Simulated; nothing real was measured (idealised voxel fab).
Herein follows the process module entitled voxel transistor to metal.
Xsec cut, 215 nm wide, square cell size 5 nm.
Cross-sections here: square-cell grids, written as top-down lists of bands, a band being one or more rows of cells. Band: top height; bottom height; in nm. Then, left to right: material with width in nm, for each material. "everywhere": a single material spanning edge to edge. "air": empty space. Height datum 0, below which the as-received substrate wafer is one material. Lowest band open at the bottom, running downward: "0 -> down". A width given as "30->40" starts at the first number in the band's top row and ends at the second number in its bottom row, shifting by an equal amount at every step from row to row. For the purposes of this document, the phrase "left unchanged" attached to a step denotes that no cell within the cross-section was modified by that step. "Cavities, closed" enumerates empty spaces isolated from the top, with no open way to it, that contain at least 8 cells, giving each as width x height at distance from the left edge, all three in nm. Step line, after settings: the simulator's comment on this step. When a step includes a mask, the "overlay nm" setting on its line states how far to the right of its planned place that mask lay, and negative values state how far to the left.
Process steps foreseen in the plan
1) RECEIVE: material Si
2) CONFORMAL_DEP: material SiO2, thk nm 5
3) CONFORMAL_DEP: material SiN, thk nm 10
4) DIRECTIONAL_DEP: material aC, thk nm 15
5) PATTERN: tone cover, mask id ACTIVE, material resist, width nm 115, thk nm 30, overlay nm 0
6) DIRECTIONAL_ETCH: etch materials aC, depth nm 15
7) STRIP: etch materials resist
8) DIRECTIONAL_ETCH: etch materials SiN, depth nm 10
9) DIRECTIONAL_ETCH: etch materials SiO2, depth nm 5
10) DIRECTIONAL_ETCH: etch materials Si, depth nm 30
11) STRIP: etch materials aC
12) FILL_DEP: material SiO2, thk nm 10
13) CMP: height nm 15
14) SELECTIVE_ETCH: etch materials SiO2, depth nm 5
15) STRIP: etch materials SiN
16) SELECTIVE_ETCH: etch materials SiO2, depth nm 5
17) OXIDIZE: depth nm 5
18) DIRECTIONAL_DEP: material polySi, thk nm 30
19) DIRECTIONAL_DEP: material SiCN, thk nm 15
20) MASKED_ETCH: tone cover, mask id GATE, width nm 35, etch materials SiCN, depth nm 25, overlay nm 0
21) MASKED_ETCH: tone cover, mask id GATE, width nm 35, etch materials polySi, depth nm 40, overlay nm 0
22) CONFORMAL_DEP: material SiO2, thk nm 5
23) DIRECTIONAL_ETCH: etch materials SiO2, depth nm 5
24) CONFORMAL_DEP: material SiN, thk nm 5
25) DIRECTIONAL_ETCH: etch materials SiN, depth nm 5
26) DIRECTIONAL_ETCH: etch materials SiO2, depth nm 5
27) DIRECTIONAL_ETCH: etch materials Si, depth nm 15
28) EPI: material pSi, thk nm 20
29) FILL_DEP: material SiO2, thk nm 5
30) CMP: height nm 30
31) STRIP: etch materials polySi
32) SELECTIVE_ETCH: etch materials SiO2, depth nm 5
33) CONFORMAL_DEP: material HfO2, thk nm 5
34) CONFORMAL_DEP: material TiN, thk nm 5
35) FILL_DEP: material W, thk nm 5
36) CMP: height nm 25
37) DIRECTIONAL_DEP: material SiO2, thk nm 10
38) MASKED_ETCH: tone open, mask id CONTACT, width nm 20, pitch nm 85, etch materials SiO2, depth nm 20, overlay nm 0
39) CONFORMAL_DEP: material TiN, thk nm 5
40) FILL_DEP: material W, thk nm 5
41) CMP: height nm 35
42) DIRECTIONAL_DEP: material TiN, thk nm 5
43) DIRECTIONAL_DEP: material W, thk nm 15
44) MASKED_ETCH: tone cover, mask id METAL_1, width nm 20, pitch nm 85, etch materials W, depth nm 15, overlay nm 0
45) MASKED_ETCH: tone cover, mask id METAL_1, width nm 20, pitch nm 85, etch materials TiN, depth nm 5, overlay nm 0
46) FILL_DEP: material SiO2, thk nm 5
47) CMP: height nm 55
48) CONFORMAL_DEP: material SiN, thk nm 5
The following pertains to the first of two wafers, which was processed as planned
Cross-section of the wafer as it came to us, i.e., already through step 1
0 -> down: Si everywhere
Cavities, closed: none
The wafer, seen in cross-section, after step 2
5 -> 0: SiO2 everywhere
Below 0, the layers are the same as they were.
The wafer, seen in cross-section, after step 3
15 -> 5: SiN everywhere
Below 5, the layers are the same as they were.
The wafer, seen in cross-section, after step 4
30 -> 15: aC everywhere
Below 15, the layers are the same as they were.
The wafer, seen in cross-section, after step 5
60 -> 30: 50 air, 115 resist, 50 air
Below 30, the layers are the same as they were.
The wafer, seen in cross-section, after step 6
45 -> 30: 50 air, 115 resist, 50 air
30 -> 15: 50 air, 115 aC, 50 air
Below 15, the layers are the same as they were.
The wafer, seen in cross-section, after step 7
30 -> 15: 50 air, 115 aC, 50 air
Below 15, the layers are the same as they were.
The wafer, seen in cross-section, after step 8
30 -> 15: 50 air, 115 aC, 50 air
15 -> 5: 50 air, 115 SiN, 50 air
Below 5, the layers are the same as they were.
The wafer, seen in cross-section, after step 9
30 -> 15: 50 air, 115 aC, 50 air
15 -> 5: 50 air, 115 SiN, 50 air
5 -> 0: 50 air, 115 SiO2, 50 air
Below 0, the layers are the same as they were.
The wafer, seen in cross-section, after step 10
30 -> 15: 50 air, 115 aC, 50 air
15 -> 5: 50 air, 115 SiN, 50 air
5 -> 0: 50 air, 115 SiO2, 50 air
0 -> -30: 50 air, 115 Si, 50 air
Below -30, the layers are the same as they were.
The wafer, seen in cross-section, after step 11
15 -> 5: 50 air, 115 SiN, 50 air
Below 5, the layers are the same as they were.
The wafer, seen in cross-section, after step 12
25 -> 15: SiO2 everywhere
15 -> 5: 50 SiO2, 115 SiN, 50 SiO2
5 -> 0: SiO2 everywhere
0 -> -30: 50 SiO2, 115 Si, 50 SiO2
Below -30, the layers are the same as they were.
The wafer, seen in cross-section, after step 13
15 -> 5: 50 SiO2, 115 SiN, 50 SiO2
Below 5, the layers are the same as they were.
The wafer, seen in cross-section, after step 14
15 -> 10: 50 air, 115 SiN, 50 air
Below 10, the layers are the same as they were.
The wafer, seen in cross-section, after step 15
10 -> 5: 50 SiO2, 115 air, 50 SiO2
Below 5, the layers are the same as they were.
The wafer, seen in cross-section, after step 16
5 -> 0: 45 SiO2, 125 air, 45 SiO2
Below 0, the layers are the same as they were.
The wafer, seen in cross-section, after step 17
5 -> 0: 45 SiO2, 125 air, 45 SiO2
0 -> -5: SiO2 everywhere
Below -5, the layers are the same as they were.
The wafer, seen in cross-section, after step 18
35 -> 30: 45 polySi, 125 air, 45 polySi
30 -> 5: polySi everywhere
5 -> 0: 45 SiO2, 125 polySi, 45 SiO2
Below 0, the layers are the same as they were.
The wafer, seen in cross-section, after step 19
50 -> 45: 45 SiCN, 125 air, 45 SiCN
45 -> 35: SiCN everywhere
35 -> 30: 45 polySi, 125 SiCN, 45 polySi
Below 30, the layers are the same as they were.
The wafer, seen in cross-section, after step 20
45 -> 35: 90 air, 35 SiCN, 90 air
35 -> 30: 45 polySi, 45 air, 35 SiCN, 45 air, 45 polySi
Below 30, the layers are the same as they were.
The wafer, seen in cross-section, after step 21
45 -> 30: 90 air, 35 SiCN, 90 air
30 -> 5: 90 air, 35 polySi, 90 air
5 -> 0: 45 SiO2, 45 air, 35 polySi, 45 air, 45 SiO2
Below 0, the layers are the same as they were.
The wafer, seen in cross-section, after step 22
50 -> 45: 85 air, 45 SiO2, 85 air
45 -> 30: 85 air, 5 SiO2, 35 SiCN, 5 SiO2, 85 air
30 -> 10: 85 air, 5 SiO2, 35 polySi, 5 SiO2, 85 air
10 -> 5: 50 SiO2, 35 air, 5 SiO2, 35 polySi, 5 SiO2, 35 air, 50 SiO2
5 -> 0: 90 SiO2, 35 polySi, 90 SiO2
Below 0, the layers are the same as they were.
The wafer, seen in cross-section, after step 23
45 -> 30: 85 air, 5 SiO2, 35 SiCN, 5 SiO2, 85 air
30 -> 5: 85 air, 5 SiO2, 35 polySi, 5 SiO2, 85 air
5 -> 0: 50 SiO2, 35 air, 5 SiO2, 35 polySi, 5 SiO2, 35 air, 50 SiO2
Below 0, the layers are the same as they were.
The wafer, seen in cross-section, after step 24
50 -> 45: 80 air, 55 SiN, 80 air
45 -> 30: 80 air, 5 SiN, 5 SiO2, 35 SiCN, 5 SiO2, 5 SiN, 80 air
30 -> 10: 80 air, 5 SiN, 5 SiO2, 35 polySi, 5 SiO2, 5 SiN, 80 air
10 -> 5: 55 SiN, 25 air, 5 SiN, 5 SiO2, 35 polySi, 5 SiO2, 5 SiN, 25 air, 55 SiN
5 -> 0: 50 SiO2, 35 SiN, 5 SiO2, 35 polySi, 5 SiO2, 35 SiN, 50 SiO2
Below 0, the layers are the same as they were.
The wafer, seen in cross-section, after step 25
45 -> 30: 80 air, 5 SiN, 5 SiO2, 35 SiCN, 5 SiO2, 5 SiN, 80 air
30 -> 5: 80 air, 5 SiN, 5 SiO2, 35 polySi, 5 SiO2, 5 SiN, 80 air
5 -> 0: 50 SiO2, 5 SiN, 25 air, 5 SiN, 5 SiO2, 35 polySi, 5 SiO2, 5 SiN, 25 air, 5 SiN, 50 SiO2
Below 0, the layers are the same as they were.
The wafer, seen in cross-section, after step 26
45 -> 40: 80 air, 5 SiN, 5 air, 35 SiCN, 5 air, 5 SiN, 80 air
40 -> 30: 80 air, 5 SiN, 5 SiO2, 35 SiCN, 5 SiO2, 5 SiN, 80 air
30 -> 5: 80 air, 5 SiN, 5 SiO2, 35 polySi, 5 SiO2, 5 SiN, 80 air
5 -> 0: 50 air, 5 SiN, 25 air, 5 SiN, 5 SiO2, 35 polySi, 5 SiO2, 5 SiN, 25 air, 5 SiN, 50 air
0 -> -5: 55 SiO2, 25 air, 55 SiO2, 25 air, 55 SiO2
Below -5, the layers are the same as they were.
The wafer, seen in cross-section, after step 27
45 -> 40: 80 air, 5 SiN, 5 air, 35 SiCN, 5 air, 5 SiN, 80 air
40 -> 30: 80 air, 5 SiN, 5 SiO2, 35 SiCN, 5 SiO2, 5 SiN, 80 air
30 -> 5: 80 air, 5 SiN, 5 SiO2, 35 polySi, 5 SiO2, 5 SiN, 80 air
5 -> 0: 50 air, 5 SiN, 25 air, 5 SiN, 5 SiO2, 35 polySi, 5 SiO2, 5 SiN, 25 air, 5 SiN, 50 air
0 -> -5: 55 SiO2, 25 air, 55 SiO2, 25 air, 55 SiO2
-5 -> -20: 50 SiO2, 5 Si, 25 air, 55 Si, 25 air, 5 Si, 50 SiO2
Below -20, the layers are the same as they were.
The wafer, seen in cross-section, after step 28
45 -> 40: 80 air, 5 SiN, 5 air, 35 SiCN, 5 air, 5 SiN, 80 air
40 -> 30: 80 air, 5 SiN, 5 SiO2, 35 SiCN, 5 SiO2, 5 SiN, 80 air
30 -> 15: 80 air, 5 SiN, 5 SiO2, 35 polySi, 5 SiO2, 5 SiN, 80 air
15 -> 5: 45 air, 35 pSi, 5 SiN, 5 SiO2, 35 polySi, 5 SiO2, 5 SiN, 35 pSi, 45 air
5 -> 0: 45 air, 5 pSi, 5 SiN, 25 pSi, 5 SiN, 5 SiO2, 35 polySi, 5 SiO2, 5 SiN, 25 pSi, 5 SiN, 5 pSi, 45 air
0 -> -5: 55 SiO2, 25 pSi, 55 SiO2, 25 pSi, 55 SiO2
-5 -> -20: 50 SiO2, 5 Si, 25 pSi, 55 Si, 25 pSi, 5 Si, 50 SiO2
Below -20, the layers are the same as they were.
The wafer, seen in cross-section, after step 29
50 -> 45: SiO2 everywhere
45 -> 30: 80 SiO2, 5 SiN, 5 SiO2, 35 SiCN, 5 SiO2, 5 SiN, 80 SiO2
30 -> 15: 80 SiO2, 5 SiN, 5 SiO2, 35 polySi, 5 SiO2, 5 SiN, 80 SiO2
15 -> 5: 45 SiO2, 35 pSi, 5 SiN, 5 SiO2, 35 polySi, 5 SiO2, 5 SiN, 35 pSi, 45 SiO2
5 -> 0: 45 SiO2, 5 pSi, 5 SiN, 25 pSi, 5 SiN, 5 SiO2, 35 polySi, 5 SiO2, 5 SiN, 25 pSi, 5 SiN, 5 pSi, 45 SiO2
Below 0, the layers are the same as they were.
The wafer, seen in cross-section, after step 30
30 -> 15: 80 SiO2, 5 SiN, 5 SiO2, 35 polySi, 5 SiO2, 5 SiN, 80 SiO2
Below 15, the layers are the same as they were.
The wafer, seen in cross-section, after step 31
30 -> 15: 80 SiO2, 5 SiN, 5 SiO2, 35 air, 5 SiO2, 5 SiN, 80 SiO2
15 -> 5: 45 SiO2, 35 pSi, 5 SiN, 5 SiO2, 35 air, 5 SiO2, 5 SiN, 35 pSi, 45 SiO2
5 -> 0: 45 SiO2, 5 pSi, 5 SiN, 25 pSi, 5 SiN, 5 SiO2, 35 air, 5 SiO2, 5 SiN, 25 pSi, 5 SiN, 5 pSi, 45 SiO2
Below 0, the layers are the same as they were.
The wafer, seen in cross-section, after step 32
30 -> 25: 80 air, 5 SiN, 45 air, 5 SiN, 80 air
25 -> 15: 80 SiO2, 5 SiN, 45 air, 5 SiN, 80 SiO2
15 -> 5: 45 SiO2, 35 pSi, 5 SiN, 45 air, 5 SiN, 35 pSi, 45 SiO2
5 -> 0: 45 SiO2, 5 pSi, 5 SiN, 25 pSi, 5 SiN, 45 air, 5 SiN, 25 pSi, 5 SiN, 5 pSi, 45 SiO2
0 -> -5: 55 SiO2, 25 pSi, 5 SiO2, 45 air, 5 SiO2, 25 pSi, 55 SiO2
Below -5, the layers are the same as they were.
The wafer, seen in cross-section, after step 33
35 -> 30: 75 air, 15 HfO2, 35 air, 15 HfO2, 75 air
30 -> 25: 80 HfO2, 5 SiN, 5 HfO2, 35 air, 5 HfO2, 5 SiN, 80 HfO2
25 -> 15: 80 SiO2, 5 SiN, 5 HfO2, 35 air, 5 HfO2, 5 SiN, 80 SiO2
15 -> 5: 45 SiO2, 35 pSi, 5 SiN, 5 HfO2, 35 air, 5 HfO2, 5 SiN, 35 pSi, 45 SiO2
5 -> 0: 45 SiO2, 5 pSi, 5 SiN, 25 pSi, 5 SiN, 5 HfO2, 35 air, 5 HfO2, 5 SiN, 25 pSi, 5 SiN, 5 pSi, 45 SiO2
0 -> -5: 55 SiO2, 25 pSi, 5 SiO2, 45 HfO2, 5 SiO2, 25 pSi, 55 SiO2
Below -5, the layers are the same as they were.
The wafer, seen in cross-section, after step 34
40 -> 35: 70 air, 25 TiN, 25 air, 25 TiN, 70 air
35 -> 30: 75 TiN, 15 HfO2, 5 TiN, 25 air, 5 TiN, 15 HfO2, 75 TiN
30 -> 25: 80 HfO2, 5 SiN, 5 HfO2, 5 TiN, 25 air, 5 TiN, 5 HfO2, 5 SiN, 80 HfO2
25 -> 15: 80 SiO2, 5 SiN, 5 HfO2, 5 TiN, 25 air, 5 TiN, 5 HfO2, 5 SiN, 80 SiO2
15 -> 5: 45 SiO2, 35 pSi, 5 SiN, 5 HfO2, 5 TiN, 25 air, 5 TiN, 5 HfO2, 5 SiN, 35 pSi, 45 SiO2
5 -> 0: 45 SiO2, 5 pSi, 5 SiN, 25 pSi, 5 SiN, 5 HfO2, 35 TiN, 5 HfO2, 5 SiN, 25 pSi, 5 SiN, 5 pSi, 45 SiO2
Below 0, the layers are the same as they were.
The wafer, seen in cross-section, after step 35
45 -> 40: W everywhere
40 -> 35: 70 W, 25 TiN, 25 W, 25 TiN, 70 W
35 -> 30: 75 TiN, 15 HfO2, 5 TiN, 25 W, 5 TiN, 15 HfO2, 75 TiN
30 -> 25: 80 HfO2, 5 SiN, 5 HfO2, 5 TiN, 25 W, 5 TiN, 5 HfO2, 5 SiN, 80 HfO2
25 -> 15: 80 SiO2, 5 SiN, 5 HfO2, 5 TiN, 25 W, 5 TiN, 5 HfO2, 5 SiN, 80 SiO2
15 -> 5: 45 SiO2, 35 pSi, 5 SiN, 5 HfO2, 5 TiN, 25 W, 5 TiN, 5 HfO2, 5 SiN, 35 pSi, 45 SiO2
Below 5, the layers are the same as they were.
The wafer, seen in cross-section, after step 36
25 -> 15: 80 SiO2, 5 SiN, 5 HfO2, 5 TiN, 25 W, 5 TiN, 5 HfO2, 5 SiN, 80 SiO2
Below 15, the layers are the same as they were.
The wafer, seen in cross-section, after step 37
35 -> 25: SiO2 everywhere
Below 25, the layers are the same as they were.
The wafer, seen in cross-section, after step 38
35 -> 25: 55 SiO2, 20 air, 65 SiO2, 20 air, 55 SiO2
25 -> 15: 55 SiO2, 20 air, 5 SiO2, 5 SiN, 5 HfO2, 5 TiN, 25 W, 5 TiN, 5 HfO2, 5 SiN, 5 SiO2, 20 air, 55 SiO2
Below 15, the layers are the same as they were.
The wafer, seen in cross-section, after step 39
40 -> 35: 60 TiN, 10 air, 75 TiN, 10 air, 60 TiN
35 -> 25: 55 SiO2, 5 TiN, 10 air, 5 TiN, 65 SiO2, 5 TiN, 10 air, 5 TiN, 55 SiO2
25 -> 20: 55 SiO2, 5 TiN, 10 air, 5 TiN, 5 SiO2, 5 SiN, 5 HfO2, 5 TiN, 25 W, 5 TiN, 5 HfO2, 5 SiN, 5 SiO2, 5 TiN, 10 air, 5 TiN, 55 SiO2
20 -> 15: 55 SiO2, 20 TiN, 5 SiO2, 5 SiN, 5 HfO2, 5 TiN, 25 W, 5 TiN, 5 HfO2, 5 SiN, 5 SiO2, 20 TiN, 55 SiO2
Below 15, the layers are the same as they were.
The wafer, seen in cross-section, after step 40
45 -> 40: W everywhere
40 -> 35: 60 TiN, 10 W, 75 TiN, 10 W, 60 TiN
35 -> 25: 55 SiO2, 5 TiN, 10 W, 5 TiN, 65 SiO2, 5 TiN, 10 W, 5 TiN, 55 SiO2
25 -> 20: 55 SiO2, 5 TiN, 10 W, 5 TiN, 5 SiO2, 5 SiN, 5 HfO2, 5 TiN, 25 W, 5 TiN, 5 HfO2, 5 SiN, 5 SiO2, 5 TiN, 10 W, 5 TiN, 55 SiO2
Below 20, the layers are the same as they were.
The wafer, seen in cross-section, after step 41
35 -> 25: 55 SiO2, 5 TiN, 10 W, 5 TiN, 65 SiO2, 5 TiN, 10 W, 5 TiN, 55 SiO2
Below 25, the layers are the same as they were.
The wafer, seen in cross-section, after step 42
40 -> 35: TiN everywhere
Below 35, the layers are the same as they were.
The wafer, seen in cross-section, after step 43
55 -> 40: W everywhere
Below 40, the layers are the same as they were.
The wafer, seen in cross-section, after step 44
55 -> 40: 55 air, 20 W, 65 air, 20 W, 55 air
Below 40, the layers are the same as they were.
The wafer, seen in cross-section, after step 45
55 -> 40: 55 air, 20 W, 65 air, 20 W, 55 air
40 -> 35: 55 air, 20 TiN, 65 air, 20 TiN, 55 air
Below 35, the layers are the same as they were.
The wafer, seen in cross-section, after step 46
60 -> 55: SiO2 everywhere
55 -> 40: 55 SiO2, 20 W, 65 SiO2, 20 W, 55 SiO2
40 -> 35: 55 SiO2, 20 TiN, 65 SiO2, 20 TiN, 55 SiO2
Below 35, the layers are the same as they were.
The wafer, seen in cross-section, after step 47
55 -> 40: 55 SiO2, 20 W, 65 SiO2, 20 W, 55 SiO2
Below 40, the layers are the same as they were.
The wafer, seen in cross-section, after step 48
60 -> 55: SiN everywhere
Below 55, the layers are the same as they were.
Second wafer - shared start and plan with the first - one error in running - same as the first up to step 27 inclusive
Second wafer, cross-section, planned end of step 28
45 -> 40: 80 air, 5 SiN, 5 air, 35 SiCN, 5 air, 5 SiN, 80 air
40 -> 30: 80 air, 5 SiN, 5 SiO2, 35 SiCN, 5 SiO2, 5 SiN, 80 air
30 -> 25: 80 air, 5 SiN, 5 SiO2, 35 polySi, 5 SiO2, 5 SiN, 80 air
25 -> 5: 35 air, 45 pSi, 5 SiN, 5 SiO2, 35 polySi, 5 SiO2, 5 SiN, 45 pSi, 35 air
5 -> 0: 35 air, 15 pSi, 5 SiN, 25 pSi, 5 SiN, 5 SiO2, 35 polySi, 5 SiO2, 5 SiN, 25 pSi, 5 SiN, 15 pSi, 35 air
0 -> -5: 55 SiO2, 25 pSi, 55 SiO2, 25 pSi, 55 SiO2
-5 -> -20: 50 SiO2, 5 Si, 25 pSi, 55 Si, 25 pSi, 5 Si, 50 SiO2
Below -20, the layers are the same as they were.
Second wafer, cross-section, planned end of step 29
50 -> 45: SiO2 everywhere
45 -> 30: 80 SiO2, 5 SiN, 5 SiO2, 35 SiCN, 5 SiO2, 5 SiN, 80 SiO2
30 -> 25: 80 SiO2, 5 SiN, 5 SiO2, 35 polySi, 5 SiO2, 5 SiN, 80 SiO2
25 -> 5: 35 SiO2, 45 pSi, 5 SiN, 5 SiO2, 35 polySi, 5 SiO2, 5 SiN, 45 pSi, 35 SiO2
5 -> 0: 35 SiO2, 15 pSi, 5 SiN, 25 pSi, 5 SiN, 5 SiO2, 35 polySi, 5 SiO2, 5 SiN, 25 pSi, 5 SiN, 15 pSi, 35 SiO2
Below 0, the layers are the same as they were.
Second wafer, cross-section, planned end of step 30
30 -> 25: 80 SiO2, 5 SiN, 5 SiO2, 35 polySi, 5 SiO2, 5 SiN, 80 SiO2
Below 25, the layers are the same as they were.
Second wafer, cross-section, planned end of step 31
30 -> 25: 80 SiO2, 5 SiN, 5 SiO2, 35 air, 5 SiO2, 5 SiN, 80 SiO2
25 -> 5: 35 SiO2, 45 pSi, 5 SiN, 5 SiO2, 35 air, 5 SiO2, 5 SiN, 45 pSi, 35 SiO2
5 -> 0: 35 SiO2, 15 pSi, 5 SiN, 25 pSi, 5 SiN, 5 SiO2, 35 air, 5 SiO2, 5 SiN, 25 pSi, 5 SiN, 15 pSi, 35 SiO2
Below 0, the layers are the same as they were.
Second wafer, cross-section, planned end of step 32
30 -> 25: 80 air, 5 SiN, 45 air, 5 SiN, 80 air
25 -> 5: 35 SiO2, 45 pSi, 5 SiN, 45 air, 5 SiN, 45 pSi, 35 SiO2
5 -> 0: 35 SiO2, 15 pSi, 5 SiN, 25 pSi, 5 SiN, 45 air, 5 SiN, 25 pSi, 5 SiN, 15 pSi, 35 SiO2
0 -> -5: 55 SiO2, 25 pSi, 5 SiO2, 45 air, 5 SiO2, 25 pSi, 55 SiO2
Below -5, the layers are the same as they were.
Second wafer, cross-section, planned end of step 33
35 -> 30: 75 air, 15 HfO2, 35 air, 15 HfO2, 75 air
30 -> 25: 80 HfO2, 5 SiN, 5 HfO2, 35 air, 5 HfO2, 5 SiN, 80 HfO2
25 -> 5: 35 SiO2, 45 pSi, 5 SiN, 5 HfO2, 35 air, 5 HfO2, 5 SiN, 45 pSi, 35 SiO2
5 -> 0: 35 SiO2, 15 pSi, 5 SiN, 25 pSi, 5 SiN, 5 HfO2, 35 air, 5 HfO2, 5 SiN, 25 pSi, 5 SiN, 15 pSi, 35 SiO2
0 -> -5: 55 SiO2, 25 pSi, 5 SiO2, 45 HfO2, 5 SiO2, 25 pSi, 55 SiO2
Below -5, the layers are the same as they were.
Second wafer, cross-section, planned end of step 34
40 -> 35: 70 air, 25 TiN, 25 air, 25 TiN, 70 air
35 -> 30: 75 TiN, 15 HfO2, 5 TiN, 25 air, 5 TiN, 15 HfO2, 75 TiN
30 -> 25: 80 HfO2, 5 SiN, 5 HfO2, 5 TiN, 25 air, 5 TiN, 5 HfO2, 5 SiN, 80 HfO2
25 -> 5: 35 SiO2, 45 pSi, 5 SiN, 5 HfO2, 5 TiN, 25 air, 5 TiN, 5 HfO2, 5 SiN, 45 pSi, 35 SiO2
5 -> 0: 35 SiO2, 15 pSi, 5 SiN, 25 pSi, 5 SiN, 5 HfO2, 35 TiN, 5 HfO2, 5 SiN, 25 pSi, 5 SiN, 15 pSi, 35 SiO2
Below 0, the layers are the same as they were.
Second wafer, cross-section, planned end of step 35
45 -> 40: W everywhere
40 -> 35: 70 W, 25 TiN, 25 W, 25 TiN, 70 W
35 -> 30: 75 TiN, 15 HfO2, 5 TiN, 25 W, 5 TiN, 15 HfO2, 75 TiN
30 -> 25: 80 HfO2, 5 SiN, 5 HfO2, 5 TiN, 25 W, 5 TiN, 5 HfO2, 5 SiN, 80 HfO2
25 -> 5: 35 SiO2, 45 pSi, 5 SiN, 5 HfO2, 5 TiN, 25 W, 5 TiN, 5 HfO2, 5 SiN, 45 pSi, 35 SiO2
Below 5, the layers are the same as they were.
Second wafer, cross-section, planned end of step 36
25 -> 5: 35 SiO2, 45 pSi, 5 SiN, 5 HfO2, 5 TiN, 25 W, 5 TiN, 5 HfO2, 5 SiN, 45 pSi, 35 SiO2
Below 5, the layers are the same as they were.
Second wafer, cross-section, planned end of step 37
35 -> 25: SiO2 everywhere
Below 25, the layers are the same as they were.
Second wafer, cross-section, planned end of step 38
35 -> 25: 55 SiO2, 20 air, 65 SiO2, 20 air, 55 SiO2
Below 25, the layers are the same as they were.
Second wafer, cross-section, planned end of step 39
40 -> 35: 60 TiN, 10 air, 75 TiN, 10 air, 60 TiN
35 -> 30: 55 SiO2, 5 TiN, 10 air, 5 TiN, 65 SiO2, 5 TiN, 10 air, 5 TiN, 55 SiO2
30 -> 25: 55 SiO2, 20 TiN, 65 SiO2, 20 TiN, 55 SiO2
Below 25, the layers are the same as they were.
Second wafer, cross-section, planned end of step 40
45 -> 40: W everywhere
40 -> 35: 60 TiN, 10 W, 75 TiN, 10 W, 60 TiN
35 -> 30: 55 SiO2, 5 TiN, 10 W, 5 TiN, 65 SiO2, 5 TiN, 10 W, 5 TiN, 55 SiO2
Below 30, the layers are the same as they were.
Second wafer, cross-section, planned end of step 41
35 -> 30: 55 SiO2, 5 TiN, 10 W, 5 TiN, 65 SiO2, 5 TiN, 10 W, 5 TiN, 55 SiO2
Below 30, the layers are the same as they were.
Second wafer, cross-section, planned end of step 42
40 -> 35: TiN everywhere
Below 35, the layers are the same as they were.
Second wafer, cross-section, planned end of step 43
55 -> 40: W everywhere
Below 40, the layers are the same as they were.
Second wafer, cross-section, planned end of step 44
55 -> 40: 55 air, 20 W, 65 air, 20 W, 55 air
Below 40, the layers are the same as they were.
Second wafer, cross-section, planned end of step 45
55 -> 40: 55 air, 20 W, 65 air, 20 W, 55 air
40 -> 35: 55 air, 20 TiN, 65 air, 20 TiN, 55 air
Below 35, the layers are the same as they were.
Second wafer, cross-section, planned end of step 46
60 -> 55: SiO2 everywhere
55 -> 40: 55 SiO2, 20 W, 65 SiO2, 20 W, 55 SiO2
40 -> 35: 55 SiO2, 20 TiN, 65 SiO2, 20 TiN, 55 SiO2
Below 35, the layers are the same as they were.
Second wafer, cross-section, planned end of step 47
55 -> 40: 55 SiO2, 20 W, 65 SiO2, 20 W, 55 SiO2
Below 40, the layers are the same as they were.
Second wafer, cross-section, planned end of step 48
60 -> 55: SiN everywhere
Below 55, the layers are the same as they were.
Against the plan, the run slipped here: step 28 ran differently from the plan; actual operation with settings: EPI: material pSi, thk nm 30
FYI, end of process, the second wafer has more or fewer cells of some materials than the first: SiO2 -32, TiN -8, W -8, pSi +48
